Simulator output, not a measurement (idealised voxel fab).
Process module name: voxel wiring stack
We display cut, a cross-section 270 nm in width whose square cells are each 5 nm.
A cross-section is a grid of square cells, given in bands from the top down. A band is one or more rows of cells.
Per band: top height and bottom height in nm, followed by the left-to-right materials and their widths in nm; "all across" marks a single material spanning edge to edge, "empty" marks empty space.
All heights in this document are referenced to 0, defined as the level beneath which the wafer, as received, consists entirely of one material. The lowest band is not bounded below; it extends indefinitely downward and is written in the form "from 0 down".
When a width is written as two numbers, as in "30->40", the first number is the width in the top row of cells of the band and the second is the width in its bottom row, and the width changes by the same amount from each row to the next.
Reading "nothing altered" for a step: not a cell of the cross-section changed in it.
"Voids, sealed" specifies each empty space that is not open to the top and that occupies no fewer than 8 cells, using the form width x height at distance, the distance measured from the left edge and all three quantities in nm.
That trailing text on a step's line, after the settings, is the simulator's own remark on the step.
What "overlay nm" on a step's line means: if the step has a mask, that mask lay this far to the right of its planned place, or, when the value is negative, to the left.
[These are the steps we planned for the process]
1 RECEIVE (material Si)
2 CONFORMAL_DEP (material SiO2; thk nm 15)
3 CONFORMAL_DEP (material SiN; thk nm 5)
4 DIRECTIONAL_DEP (material SiO2; thk nm 15)
5 PATTERN (tone open; mask id METAL_1; material resist; width nm 30; pitch nm 50; thk nm 20; overlay nm 0)
6 DIRECTIONAL_ETCH (etch materials SiO2; depth nm 15)
7 DIRECTIONAL_ETCH (etch materials SiN; depth nm 5)
8 STRIP (etch materials resist)
9 CONFORMAL_DEP (material TiN; thk nm 5)
10 FILL_DEP (material Cu; thk nm 10)
11 CMP (height nm 35)
12 CONFORMAL_DEP (material SiCN; thk nm 5)
13 DIRECTIONAL_DEP (material lowk; thk nm 25)
14 MASKED_ETCH (tone open; mask id METAL_2_HOLES; width nm 15; etch materials lowk; depth nm 25; overlay nm 0)
15 DIRECTIONAL_DEP (material aC; thk nm 10)
16 PATTERN (tone open; mask id METAL_2; material resist; width nm 30; pitch nm 50; thk nm 25; overlay nm 0)
17 DIRECTIONAL_ETCH (etch materials aC; depth nm 10)
18 STRIP (etch materials resist)
19 DIRECTIONAL_ETCH (etch materials lowk; depth nm 15)
20 DIRECTIONAL_ETCH (etch materials SiCN; depth nm 5)
21 STRIP (etch materials aC)
22 CONFORMAL_DEP (material TiN; thk nm 5)
23 FILL_DEP (material Ru; thk nm 5)
24 CMP (height nm 65)
25 CONFORMAL_DEP (material SiCN; thk nm 5)
26 DIRECTIONAL_DEP (material SiO2; thk nm 10)
27 MASKED_ETCH (tone open; mask id PLUG_2; width nm 15; etch materials SiO2; depth nm 10; overlay nm 0)
28 MASKED_ETCH (tone open; mask id PLUG_2; width nm 15; etch materials SiCN; depth nm 5; overlay nm 0)
29 CONFORMAL_DEP (material TiN; thk nm 5)
30 FILL_DEP (material Ru; thk nm 5)
31 CMP (height nm 80)
32 CONFORMAL_DEP (material SiN; thk nm 5)
33 DIRECTIONAL_DEP (material SiO2; thk nm 20)
34 MASKED_ETCH (tone open; mask id METAL_3; width nm 30; pitch nm 50; etch materials SiO2; depth nm 20; overlay nm 0)
35 MASKED_ETCH (tone open; mask id METAL_3; width nm 30; pitch nm 50; etch materials SiN; depth nm 5; overlay nm 0)
36 CONFORMAL_DEP (material TiN; thk nm 5)
37 FILL_DEP (material Ru; thk nm 5)
38 CMP (height nm 105)
39 CONFORMAL_DEP (material SiN; thk nm 5)
[Cross-section, incoming material, after step 1]
> from 0 down: Si all across
> Voids, sealed: none
[first wafer at the end, as planned]
> from 110 to 105: SiN all across
> from 105 to 85: SiO2 95 nm, TiN 5 nm, Ru 20 nm, TiN 5 nm, SiO2 20 nm, TiN 5 nm, Ru 20 nm, TiN 5 nm, SiO2 95 nm
> from 85 to 80: SiN 95 nm, TiN 30 nm, SiN 20 nm, TiN 30 nm, SiN 95 nm
> from 80 to 70: SiO2 95 nm, TiN 5 nm, Ru 5 nm, TiN 5 nm, SiO2 160 nm
> from 70 to 65: SiCN 95 nm, TiN 15 nm, SiCN 160 nm
> from 65 to 55: lowk 95 nm, TiN 5 nm, Ru 20 nm, TiN 5 nm, lowk 20 nm, TiN 5 nm, Ru 20 nm, TiN 5 nm, lowk 95 nm
> from 55 to 50: lowk 95 nm, TiN 5 nm, Ru 5 nm, TiN 20 nm, lowk 20 nm, TiN 30 nm, lowk 95 nm
> from 50 to 40: lowk 95 nm, TiN 5 nm, Ru 5 nm, TiN 5 nm, lowk 160 nm
> from 40 to 35: SiCN 95 nm, TiN 15 nm, SiCN 160 nm
> from 35 to 20: SiO2 95 nm, TiN 5 nm, Cu 20 nm, TiN 5 nm, SiO2 20 nm, TiN 5 nm, Cu 20 nm, TiN 5 nm, SiO2 95 nm
> from 20 to 15: SiN 95 nm, TiN 30 nm, SiN 20 nm, TiN 30 nm, SiN 95 nm
> from 15 to 0: SiO2 all across
> from 0 down: Si all across
> Voids, sealed: none
[Here's the second of our two wafers sectioned at module end. Same start as the first, same plan, but one mistake got made running it]
> from 110 to 105: SiN all across
> from 105 to 85: SiO2 95 nm, TiN 5 nm, Ru 20 nm, TiN 5 nm, SiO2 20 nm, TiN 5 nm, Ru 20 nm, TiN 5 nm, SiO2 95 nm
> from 85 to 80: SiN 95 nm, TiN 30 nm, SiN 20 nm, TiN 30 nm, SiN 95 nm
> from 80 to 70: SiO2 95 nm, TiN 5 nm, Ru 5 nm, TiN 5 nm, SiO2 160 nm
> from 70 to 65: SiCN 95 nm, TiN 15 nm, SiCN 160 nm
> from 65 to 55: lowk 95 nm, TiN 5 nm, Ru 5 nm, TiN 5 nm, lowk 160 nm
> from 55 to 50: SiCN 95 nm, TiN 15 nm, SiCN 160 nm
> from 50 to 40: Cu all across
> from 40 to 35: TiN 100 nm, Cu 20 nm, TiN 30 nm, Cu 20 nm, TiN 100 nm
> from 35 to 20: SiO2 95 nm, TiN 5 nm, Cu 20 nm, TiN 5 nm, SiO2 20 nm, TiN 5 nm, Cu 20 nm, TiN 5 nm, SiO2 95 nm
> from 20 to 15: SiN 95 nm, TiN 30 nm, SiN 20 nm, TiN 30 nm, SiN 95 nm
> from 15 to 0: SiO2 all across
> from 0 down: Si all across
> Voids, sealed: none
Deviation from plan: the run left out plan step 11 entirely, so it was never executed
Final comparison by cell count, materials where the second wafer has more or fewer than the first: Cu +116, Ru -17, TiN +27, lowk -126
